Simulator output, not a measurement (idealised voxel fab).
The process module presented herein is designated voxel quadruple lines.
Cross-sectional view cut (width: 205 nm; square cell size: 5 nm).
A cross-section is a grid of square cells, given in bands from the top down. A band is one or more rows of cells. Band: top and bottom heights (nm) first, top before bottom; then materials from left to right, widths in nm. "everywhere" marks a sole material filling the band edge to edge. "blank" denotes empty space. Heights are reckoned from 0. Under this level, the received wafer is all of one material. The bottommost band is open-ended downward, for example "top 0, no bottom". Top row gets the first number, bottom row gets the second, and each row in between changes by the same step: that is how a band width like "30->40" works. It should be understood that the words "changes: none", when stated for a given step, signify that the cross-section underwent no change in any of its cells during that step. Each empty space that has no open way to the top and spans at least 8 cells appears under "closed voids" as width x height at distance, the distance counted from the left edge, all in nm. after a step's settings: what the simulator itself notes on the step. "overlay nm" answers the question of how far to the right of plan the mask lay on a step that has a mask, and when it is negative the answer is to the left.

# The steps planned for the process are as follows
- 1: RECEIVE, material Si
- 2: CONFORMAL_DEP, material Al2O3, thk nm 5
- 3: DIRECTIONAL_DEP, material W, thk nm 10
- 4: DIRECTIONAL_DEP, material polySi, thk nm 20
- 5: DIRECTIONAL_DEP, material aC, thk nm 20
- 6: PATTERN, tone cover, mask id MANDREL, material resist, width nm 25, thk nm 30, overlay nm 0
- 7: DIRECTIONAL_ETCH, etch materials aC, depth nm 20
- 8: STRIP, etch materials resist
- 9: CONFORMAL_DEP, material SiO2, thk nm 15
- 10: DIRECTIONAL_ETCH, etch materials SiO2, depth nm 15
- 11: STRIP, etch materials aC
- 12: DIRECTIONAL_ETCH, etch materials polySi, depth nm 20
- 13: STRIP, etch materials SiO2
- 14: CONFORMAL_DEP, material SiN, thk nm 5
- 15: DIRECTIONAL_ETCH, etch materials SiN, depth nm 5
- 16: STRIP, etch materials polySi
- 17: DIRECTIONAL_ETCH, etch materials W, depth nm 10
- 18: STRIP, etch materials SiN

# Concerning the first of two wafers, which was run in accordance with the plan

# As-received state of the wafer in cross-section, equivalent to post-step 1
top 0, no bottom: Si everywhere
closed voids: none

# State of the wafer after step 2, shown in cross-section
top 5, bottom 0: Al2O3 everywhere
Everything under 0 stays put, no change at all.

# State of the wafer after step 3, shown in cross-section
top 15, bottom 5: W everywhere
Everything under 5 stays put, no change at all.

# State of the wafer after step 4, shown in cross-section
top 35, bottom 15: polySi everywhere
Everything under 15 stays put, no change at all.

# State of the wafer after step 5, shown in cross-section
top 55, bottom 35: aC everywhere
Everything under 35 stays put, no change at all.

# State of the wafer after step 6, shown in cross-section
top 85, bottom 55: blank 90 nm / resist 25 nm / blank 90 nm
Everything under 55 stays put, no change at all.

# State of the wafer after step 7, shown in cross-section
top 65, bottom 55: blank 90 nm / resist 25 nm / blank 90 nm
top 55, bottom 35: blank 90 nm / aC 25 nm / blank 90 nm
Everything under 35 stays put, no change at all.

# State of the wafer after step 8, shown in cross-section
top 55, bottom 35: blank 90 nm / aC 25 nm / blank 90 nm
Everything under 35 stays put, no change at all.

# State of the wafer after step 9, shown in cross-section
top 70, bottom 55: blank 75 nm / SiO2 55 nm / blank 75 nm
top 55, bottom 50: blank 75 nm / SiO2 15 nm / aC 25 nm / SiO2 15 nm / blank 75 nm
top 50, bottom 35: SiO2 90 nm / aC 25 nm / SiO2 90 nm
Everything under 35 stays put, no change at all.

# State of the wafer after step 10, shown in cross-section
top 55, bottom 35: blank 75 nm / SiO2 15 nm / aC 25 nm / SiO2 15 nm / blank 75 nm
Everything under 35 stays put, no change at all.

# State of the wafer after step 11, shown in cross-section
top 55, bottom 35: blank 75 nm / SiO2 15 nm / blank 25 nm / SiO2 15 nm / blank 75 nm
Everything under 35 stays put, no change at all.

# State of the wafer after step 12, shown in cross-section
top 55, bottom 35: blank 75 nm / SiO2 15 nm / blank 25 nm / SiO2 15 nm / blank 75 nm
top 35, bottom 15: blank 75 nm / polySi 15 nm / blank 25 nm / polySi 15 nm / blank 75 nm
Everything under 15 stays put, no change at all.

# State of the wafer after step 13, shown in cross-section
top 35, bottom 15: blank 75 nm / polySi 15 nm / blank 25 nm / polySi 15 nm / blank 75 nm
Everything under 15 stays put, no change at all.

# State of the wafer after step 14, shown in cross-section
top 40, bottom 35: blank 70 nm / SiN 25 nm / blank 15 nm / SiN 25 nm / blank 70 nm
top 35, bottom 20: blank 70 nm / SiN 5 nm / polySi 15 nm / SiN 5 nm / blank 15 nm / SiN 5 nm / polySi 15 nm / SiN 5 nm / blank 70 nm
top 20, bottom 15: SiN 75 nm / polySi 15 nm / SiN 25 nm / polySi 15 nm / SiN 75 nm
Everything under 15 stays put, no change at all.

# State of the wafer after step 15, shown in cross-section
top 35, bottom 15: blank 70 nm / SiN 5 nm / polySi 15 nm / SiN 5 nm / blank 15 nm / SiN 5 nm / polySi 15 nm / SiN 5 nm / blank 70 nm
Everything under 15 stays put, no change at all.

# State of the wafer after step 16, shown in cross-section
top 35, bottom 15: blank 70 nm / SiN 5 nm / blank 15 nm / SiN 5 nm / blank 15 nm / SiN 5 nm / blank 15 nm / SiN 5 nm / blank 70 nm
Everything under 15 stays put, no change at all.

# State of the wafer after step 17, shown in cross-section
top 35, bottom 15: blank 70 nm / SiN 5 nm / blank 15 nm / SiN 5 nm / blank 15 nm / SiN 5 nm / blank 15 nm / SiN 5 nm / blank 70 nm
top 15, bottom 5: blank 70 nm / W 5 nm / blank 15 nm / W 5 nm / blank 15 nm / W 5 nm / blank 15 nm / W 5 nm / blank 70 nm
Everything under 5 stays put, no change at all.

# State of the wafer after step 18, shown in cross-section
top 15, bottom 5: blank 70 nm / W 5 nm / blank 15 nm / W 5 nm / blank 15 nm / W 5 nm / blank 15 nm / W 5 nm / blank 70 nm
Everything under 5 stays put, no change at all.

# It is to be noted that the second wafer proceeded from the same initial state and according to the same plan as the first, although one mistake was committed in its execution; through step 14, inclusive, the two wafers share an identical history

# Second wafer, sectioned view, at step 15's planned end time
top 35, bottom 30: blank 75 nm / polySi 15 nm / blank 25 nm / polySi 15 nm / blank 75 nm
top 30, bottom 15: blank 70 nm / SiN 5 nm / polySi 15 nm / SiN 5 nm / blank 15 nm / SiN 5 nm / polySi 15 nm / SiN 5 nm / blank 70 nm
Everything under 15 stays put, no change at all.

# Second wafer, sectioned view, at step 16's planned end time
top 30, bottom 15: blank 70 nm / SiN 5 nm / blank 15 nm / SiN 5 nm / blank 15 nm / SiN 5 nm / blank 15 nm / SiN 5 nm / blank 70 nm
Everything under 15 stays put, no change at all.

# Second wafer, sectioned view, at step 17's planned end time
top 30, bottom 15: blank 70 nm / SiN 5 nm / blank 15 nm / SiN 5 nm / blank 15 nm / SiN 5 nm / blank 15 nm / SiN 5 nm / blank 70 nm
top 15, bottom 5: blank 70 nm / W 5 nm / blank 15 nm / W 5 nm / blank 15 nm / W 5 nm / blank 15 nm / W 5 nm / blank 70 nm
Everything under 5 stays put, no change at all.

# Second wafer, sectioned view, at step 18's planned end time
top 15, bottom 5: blank 70 nm / W 5 nm / blank 15 nm / W 5 nm / blank 15 nm / W 5 nm / blank 15 nm / W 5 nm / blank 70 nm
Everything under 5 stays put, no change at all.
Misprocessing identified: step 15 of the plan saw execution twice
Upon completion, the cross-sectional profiles of the two wafers are identical; consequently, the error exerts no influence on the quantities computed by this model.
